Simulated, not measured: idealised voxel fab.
Module name: voxel self aligned vias (process module)
290 nm wide, 5 nm square cells: that's cross-section cut.
If you're reading a cross-section in this doc, picture square cells in a grid; it comes to you as bands, top ones listed first down to the bottom, and a band can be one or more rows of cells.
Band: top and bottom heights (nm) first, top before bottom; then materials from left to right, widths in nm. "edge to edge" marks a sole material filling the band edge to edge. "empty" denotes empty space.
Counting heights begins at 0, where everything beneath is, in the wafer as received, one material. The lowest band has no bottom; it goes on downwards, as "0 -> down" shows.
Graded width ("30..40"): value in top row of band = first number; value in bottom row = second number; row-to-row change constant.
A step reported as "nothing different" is a step in which no cell of the cross-section changed.
The list in "Closed-off voids" covers empty spaces of 8 cells or more that cannot reach the top through any open way, and it gives each as width x height at distance; the distance is from the left edge, and width, height and distance are in nm.
If you see something after the settings on a step's line, that's the simulator's own remark about that step.
overlay nm: step with mask; distance mask lay right of planned place; negative value = left of planned place.

THESE ARE THE STEPS WE PLANNED FOR THE PROCESS
1) RECEIVE: material Si
2) CONFORMAL_DEP: material SiO2, thk nm 10
3) CONFORMAL_DEP: material SiCN, thk nm 5
4) DIRECTIONAL_DEP: material lowk, thk nm 25
5) MASKED_ETCH: tone open, mask id LINES, width nm 25, pitch nm 65, etch materials lowk, depth nm 25, overlay nm 0
6) CONFORMAL_DEP: material TiN, thk nm 5
7) FILL_DEP: material Ru, thk nm 5
8) CMP: height nm 40
9) SELECTIVE_ETCH: etch materials W Ru TiN, depth nm 10
10) FILL_DEP: material SiN, thk nm 10
11) CMP: height nm 40
12) DIRECTIONAL_DEP: material lowk, thk nm 20
13) MASKED_ETCH: tone open, mask id VIAS, width nm 45, etch materials lowk, depth nm 20, overlay nm 0
14) MASKED_ETCH: tone open, mask id VIAS, width nm 45, etch materials SiN, depth nm 10, overlay nm 0
15) CONFORMAL_DEP: material TiN, thk nm 5
16) FILL_DEP: material Ru, thk nm 10
17) CMP: height nm 60
18) CONFORMAL_DEP: material SiCN, thk nm 5

AS RECEIVED, AFTER STEP 1
0 -> down | Si edge to edge
Closed-off voids: none

THIS IS HOW THE WAFER LOOKS IN CROSS-SECTION ONCE THE MODULE IS DONE, GIVEN THE STARTING STATE AND PLAN ABOVE AND ONE MISTAKE IN CARRYING THE PLAN OUT
65 -> 60 | SiCN edge to edge
60 -> 45 | lowk=90 | TiN=5 | Ru=35 | TiN=5 | lowk=155
45 -> 40 | lowk=90 | TiN=15 | Ru=20 | TiN=10 | lowk=155
40 -> 35 | lowk=100 | TiN=5 | Ru=20 | TiN=5 | lowk=35 | SiN=30 | lowk=95
35 -> 30 | lowk=100 | TiN=30 | lowk=35 | SiN=30 | lowk=95
30 -> 20 | lowk=100 | TiN=5 | Ru=20 | TiN=5 | lowk=35 | TiN=5 | Ru=20 | TiN=5 | lowk=95
20 -> 15 | lowk=100 | TiN=30 | lowk=35 | TiN=30 | lowk=95
15 -> 10 | SiCN edge to edge
10 -> 0 | SiO2 edge to edge
0 -> down | Si edge to edge
Closed-off voids: none
Error vs. plan: it should be noted that step 5 was executed with settings other than those planned, the operation and settings actually applied being MASKED_ETCH: tone open, mask id LINES, width nm 30, pitch nm 65, etch materials lowk, depth nm 25, overlay nm 0
